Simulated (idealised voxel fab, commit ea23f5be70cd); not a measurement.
process module | voxel released beams
cross-section cut | 145 nm wide | cells 5 nm
A cross-section is a grid of square cells, given in bands from the top down. A band is one or more rows of cells.
Each band's line starts with the height of the band's top and of its bottom, in nm. Then come its materials from left to right, each with its width in nm. One material with "throughout" fills the band from edge to edge. "air" is empty space.
Height 0 is the level under which the wafer as received is all one material. The lowest band goes on downwards, as in "0 down".
A width such as "30 to 40" changes by the same amount from each row of cells to the next, from the band's top row to its bottom row.
"no change" after a step means that no cell of the cross-section changed.
closed voids: empty space of 8 cells or more with no open way to the top, each as width x height at its distance from the left edge, in nm
after a step's settings: what the simulator itself notes on the step
overlay nm, on a step with a mask: how far to the right of its planned place the mask lay; to the left if negative
plan
1 op RECEIVE | material Si
2 op CONFORMAL_DEP | material Al2O3 | thk nm 5
3 op DIRECTIONAL_DEP | material SiO2 | thk nm 15
4 op DIRECTIONAL_DEP | material aC | thk nm 10
5 op PATTERN | tone open | mask id ANCHOR | material resist | width nm 30 | thk nm 30 | overlay nm 0
6 op DIRECTIONAL_ETCH | etch materials aC | depth nm 10
7 op STRIP | etch materials resist
8 op DIRECTIONAL_ETCH | etch materials SiO2 | depth nm 15
9 op STRIP | etch materials aC
10 op CONFORMAL_DEP | material SiN | thk nm 10
11 op DIRECTIONAL_DEP | material aC | thk nm 15
12 op PATTERN | tone cover | mask id BEAM | material resist | width nm 90 | thk nm 35 | overlay nm 0
13 op DIRECTIONAL_ETCH | etch materials aC | depth nm 15
14 op STRIP | etch materials resist
15 op DIRECTIONAL_ETCH | etch materials SiN | depth nm 10
16 op STRIP | etch materials aC
17 op STRIP | etch materials SiO2
as received, after step 1
  0 down: Si throughout
  closed voids: none
first wafer at the end, as planned
  30 to 20: air 25 | SiN 15 | air 10 | SiN 65 | air 30
  20 to 15: air 30 | SiN 10 | air 10 | SiN 10 | air 85
  15 to 5: air 30 | SiN 30 | air 85
  5 to 0: Al2O3 throughout
  0 down: Si throughout
  closed voids: none
second wafer at the end: like start, like plan, one mistake
  30 to 25: air 25 | SiN 15 | air 10 | SiN 65 | air 30
  25 to 20: SiN 40 | air 10 | SiN 95
  20 to 15: SiO2 30 | SiN 10 | air 10 | SiN 10 | SiO2 85
  15 to 5: SiO2 30 | SiN 30 | SiO2 85
  5 to 0: Al2O3 throughout
  0 down: Si throughout
  closed voids: none
what went wrong: step 15 ran as: op DIRECTIONAL_ETCH | etch materials SiN | depth nm 5
at the end the second wafer has, in cells: 11 more of SiN | 69 more of SiO2
